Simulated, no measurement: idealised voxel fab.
process module | voxel wiring stack
cross-section cut | 280 nm wide | cells 5 nm
A cross-section is a grid of square cells, given in bands from the top down. A band is one or more rows of cells.
Each band's line starts with the height of the band's top and of its bottom, in nm. Then come its materials from left to right, each with its width in nm. One material with "throughout" fills the band from edge to edge. "air" is empty space.
Height 0 is the level under which the wafer as received is all one material. The lowest band goes on downwards, as in "0 down".
A width such as "30 to 40" changes by the same amount from each row of cells to the next, from the band's top row to its bottom row.
"no change" after a step means that no cell of the cross-section changed.
closed voids: empty space of 8 cells or more with no open way to the top, each as width x height at its distance from the left edge, in nm
after a step's settings: what the simulator itself notes on the step
overlay nm, on a step with a mask: how far to the right of its planned place the mask lay; to the left if negative
plan
1 op RECEIVE | material Si
2 op CONFORMAL_DEP | material SiO2 | thk nm 10
3 op CONFORMAL_DEP | material SiN | thk nm 5
4 op DIRECTIONAL_DEP | material lowk | thk nm 25
5 op PATTERN | tone open | mask id METAL_1 | material resist | width nm 25 | pitch nm 40 | thk nm 20 | overlay nm 0
6 op DIRECTIONAL_ETCH | etch materials lowk | depth nm 25
7 op DIRECTIONAL_ETCH | etch materials SiN | depth nm 5
8 op STRIP | etch materials resist
9 op CONFORMAL_DEP | material TiN | thk nm 5
10 op FILL_DEP | material W | thk nm 5
11 op CMP | height nm 40
12 op CONFORMAL_DEP | material SiCN | thk nm 5
13 op DIRECTIONAL_DEP | material SiO2 | thk nm 30
14 op PATTERN | tone open | mask id METAL_2_HOLES | material resist | width nm 15 | pitch nm 40 | thk nm 20 | overlay nm 0
15 op DIRECTIONAL_ETCH | etch materials SiO2 | depth nm 30
16 op STRIP | etch materials resist
17 op DIRECTIONAL_DEP | material aC | thk nm 15
18 op PATTERN | tone open | mask id METAL_2 | material resist | width nm 25 | pitch nm 40 | thk nm 30 | overlay nm 0
19 op DIRECTIONAL_ETCH | etch materials aC | depth nm 15
20 op STRIP | etch materials resist
21 op DIRECTIONAL_ETCH | etch materials SiO2 | depth nm 15
22 op DIRECTIONAL_ETCH | etch materials SiCN | depth nm 5
23 op STRIP | etch materials aC
24 op CONFORMAL_DEP | material TiN | thk nm 5
25 op FILL_DEP | material Cu | thk nm 10
26 op CMP | height nm 75
27 op CONFORMAL_DEP | material SiCN | thk nm 5
28 op DIRECTIONAL_DEP | material lowk | thk nm 25
29 op PATTERN | tone open | mask id METAL_3_HOLES | material resist | width nm 15 | pitch nm 40 | thk nm 20 | overlay nm 0
30 op DIRECTIONAL_ETCH | etch materials lowk | depth nm 25
31 op STRIP | etch materials resist
32 op DIRECTIONAL_DEP | material aC | thk nm 10
33 op PATTERN | tone open | mask id METAL_3 | material resist | width nm 25 | pitch nm 40 | thk nm 30 | overlay nm 0
34 op DIRECTIONAL_ETCH | etch materials aC | depth nm 10
35 op STRIP | etch materials resist
36 op DIRECTIONAL_ETCH | etch materials lowk | depth nm 15
37 op DIRECTIONAL_ETCH | etch materials SiCN | depth nm 5
38 op STRIP | etch materials aC
39 op CONFORMAL_DEP | material TiN | thk nm 5
40 op FILL_DEP | material Cu | thk nm 10
41 op CMP | height nm 105
42 op CONFORMAL_DEP | material SiCN | thk nm 5
as received, after step 1
  0 down: Si throughout
  closed voids: none
first wafer at the end, as planned
  110 to 105: SiCN throughout
  105 to 95: lowk 65 | TiN 5 | Cu 15 | TiN 5 | lowk 15 | TiN 5 | Cu 15 | TiN 5 | lowk 15 | TiN 5 | Cu 15 | TiN 5 | lowk 15 | TiN 5 | Cu 15 | TiN 5 | lowk 70
  95 to 90: lowk 65 | TiN 5 | Cu 5 | TiN 15 | lowk 15 | TiN 5 | Cu 5 | TiN 15 | lowk 15 | TiN 5 | Cu 5 | TiN 15 | lowk 15 | TiN 5 | Cu 5 | TiN 15 | lowk 70
  90 to 80: lowk 65 | TiN 5 | Cu 5 | TiN 5 | lowk 25 | TiN 5 | Cu 5 | TiN 5 | lowk 25 | TiN 5 | Cu 5 | TiN 5 | lowk 25 | TiN 5 | Cu 5 | TiN 5 | lowk 80
  80 to 75: SiCN 65 | TiN 15 | SiCN 25 | TiN 15 | SiCN 25 | TiN 15 | SiCN 25 | TiN 15 | SiCN 80
  75 to 65: SiO2 65 | TiN 5 | Cu 15 | TiN 5 | SiO2 15 | TiN 5 | Cu 15 | TiN 5 | SiO2 15 | TiN 5 | Cu 15 | TiN 5 | SiO2 15 | TiN 5 | Cu 15 | TiN 5 | SiO2 70
  65 to 60: SiO2 65 | TiN 5 | Cu 5 | TiN 15 | SiO2 15 | TiN 5 | Cu 5 | TiN 15 | SiO2 15 | TiN 5 | Cu 5 | TiN 15 | SiO2 15 | TiN 5 | Cu 5 | TiN 15 | SiO2 70
  60 to 45: SiO2 65 | TiN 5 | Cu 5 | TiN 5 | SiO2 25 | TiN 5 | Cu 5 | TiN 5 | SiO2 25 | TiN 5 | Cu 5 | TiN 5 | SiO2 25 | TiN 5 | Cu 5 | TiN 5 | SiO2 80
  45 to 40: SiCN 65 | TiN 15 | SiCN 25 | TiN 15 | SiCN 25 | TiN 15 | SiCN 25 | TiN 15 | SiCN 80
  40 to 15: lowk 65 | TiN 5 | W 15 | TiN 5 | lowk 15 | TiN 5 | W 15 | TiN 5 | lowk 15 | TiN 5 | W 15 | TiN 5 | lowk 15 | TiN 5 | W 15 | TiN 5 | lowk 70
  15 to 10: SiN 65 | TiN 25 | SiN 15 | TiN 25 | SiN 15 | TiN 25 | SiN 15 | TiN 25 | SiN 70
  10 to 0: SiO2 throughout
  0 down: Si throughout
  closed voids: none
second wafer at the end: like start, like plan, one mistake
  110 to 105: SiCN throughout
  105 to 100: Cu throughout
  100 to 95: TiN 70 | Cu 15 | TiN 25 | Cu 15 | TiN 25 | Cu 15 | TiN 25 | Cu 15 | TiN 75
  95 to 85: lowk 65 | TiN 5 | Cu 15 | TiN 5 | lowk 15 | TiN 5 | Cu 15 | TiN 5 | lowk 15 | TiN 5 | Cu 15 | TiN 5 | lowk 15 | TiN 5 | Cu 15 | TiN 5 | lowk 70
  85 to 80: lowk 65 | TiN 5 | Cu 5 | TiN 15 | lowk 15 | TiN 5 | Cu 5 | TiN 15 | lowk 15 | TiN 5 | Cu 5 | TiN 15 | lowk 15 | TiN 5 | Cu 5 | TiN 15 | lowk 70
  80 to 70: lowk 65 | TiN 5 | Cu 5 | TiN 5 | lowk 25 | TiN 5 | Cu 5 | TiN 5 | lowk 25 | TiN 5 | Cu 5 | TiN 5 | lowk 25 | TiN 5 | Cu 5 | TiN 5 | lowk 80
  70 to 65: SiCN 65 | TiN 15 | SiCN 25 | TiN 15 | SiCN 25 | TiN 15 | SiCN 25 | TiN 15 | SiCN 80
  65 to 60: SiO2 65 | TiN 5 | Cu 5 | TiN 15 | SiO2 15 | TiN 5 | Cu 5 | TiN 15 | SiO2 15 | TiN 5 | Cu 5 | TiN 15 | SiO2 15 | TiN 5 | Cu 5 | TiN 15 | SiO2 70
  60 to 45: SiO2 65 | TiN 5 | Cu 5 | TiN 5 | SiO2 25 | TiN 5 | Cu 5 | TiN 5 | SiO2 25 | TiN 5 | Cu 5 | TiN 5 | SiO2 25 | TiN 5 | Cu 5 | TiN 5 | SiO2 80
  45 to 40: SiCN 65 | TiN 15 | SiCN 25 | TiN 15 | SiCN 25 | TiN 15 | SiCN 25 | TiN 15 | SiCN 80
  40 to 15: lowk 65 | TiN 5 | W 15 | TiN 5 | lowk 15 | TiN 5 | W 15 | TiN 5 | lowk 15 | TiN 5 | W 15 | TiN 5 | lowk 15 | TiN 5 | W 15 | TiN 5 | lowk 70
  15 to 10: SiN 65 | TiN 25 | SiN 15 | TiN 25 | SiN 15 | TiN 25 | SiN 15 | TiN 25 | SiN 70
  10 to 0: SiO2 throughout
  0 down: Si throughout
  closed voids: none
what went wrong: step 26 ran as: op CMP | height nm 65
at the end the second wafer has, in cells: 44 more of Cu | 72 fewer of SiO2 | 28 more of TiN
